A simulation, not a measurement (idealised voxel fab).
The name of this process module is voxel released beams.
FYI the section here is cut, 205 nm wide, cells are 5 nm squares.
For the purposes of this document, a cross-section shall be understood as a grid of square cells, specified as bands listed in top-to-bottom order, each band consisting of one or more rows of cells.
Look at the band entry: it leads with the top's height and the bottom's height in nm. Then it lists the materials left to right, with a width in nm for each. The word "full width" on a single material says that material fills the band edge to edge. The word "air" is empty space.
For the purposes of this specification, 0 denotes the height below which the wafer in its as-received condition is composed wholly of one material, and the lowermost band, lacking a lower limit, extends downward without end, as expressed in "0..down".
The notation "30..40" denotes a width that varies across the rows of cells in the band, beginning at the first number in the top row, finishing at the second number in the bottom row, and changing by an identical amount from each row to the next.
You'll sometimes find "remained unchanged" written for a step, and that's the way of saying that nowhere in the cross-section did a cell change during that step.
"Unvented cavities" contains a list of empty spaces, each no smaller than 8 cells and without an open way to the top, written in the form width x height at distance with the distance from the left edge and all three in nm.
Step line, after settings: the simulator's comment on this step.
Among the settings permitted on a step's line is "overlay nm"; applied to a step with a mask, it specifies the extent to which the mask lay to the right of its planned position, whereas a negative figure signifies a position to the left.

[The planned process steps are enumerated hereunder]
- 1: RECEIVE | material Si
- 2: CONFORMAL_DEP | material SiN | thk nm 5
- 3: DIRECTIONAL_DEP | material SiO2 | thk nm 15
- 4: PATTERN | tone open | mask id ANCHOR | material resist | width nm 35 | thk nm 20 | overlay nm 0
- 5: DIRECTIONAL_ETCH | etch materials SiO2 | depth nm 15
- 6: STRIP | etch materials resist
- 7: CONFORMAL_DEP | material TiN | thk nm 15
- 8: PATTERN | tone cover | mask id BEAM | material resist | width nm 105 | thk nm 15 | overlay nm 0
- 9: DIRECTIONAL_ETCH | etch materials TiN | depth nm 15
- 10: STRIP | etch materials resist
- 11: STRIP | etch materials SiO2

[The cross-section here shows the wafer as received, i.e. in its state after step 1]
    0..down | Si full width
    Unvented cavities: none

[First of two wafers: cross-section at end of module, run per plan]
    35..20 | air=45, then TiN=20, then air=5, then TiN=80, then air=55
    20..5 | air=50, then TiN=35, then air=120
    5..0 | SiN full width
    0..down | Si full width
    Unvented cavities: none

[Cross-section at end of module for the second wafer of two, which matched the first in starting point and plan and differed by one mistake in its processing]
    35..20 | air=45, then TiN=105, then air=55
    20..15 | SiN full width
    15..0 | SiO2 full width
    0..down | Si full width
    Unvented cavities: none
Misprocessing identified: so 2 and 3 got swapped relative to the plan, each ran where the other was supposed to
In the final state, the cell counts of the second wafer exceed or fall short of those of the first for the following materials: SiO2 +123; TiN -18
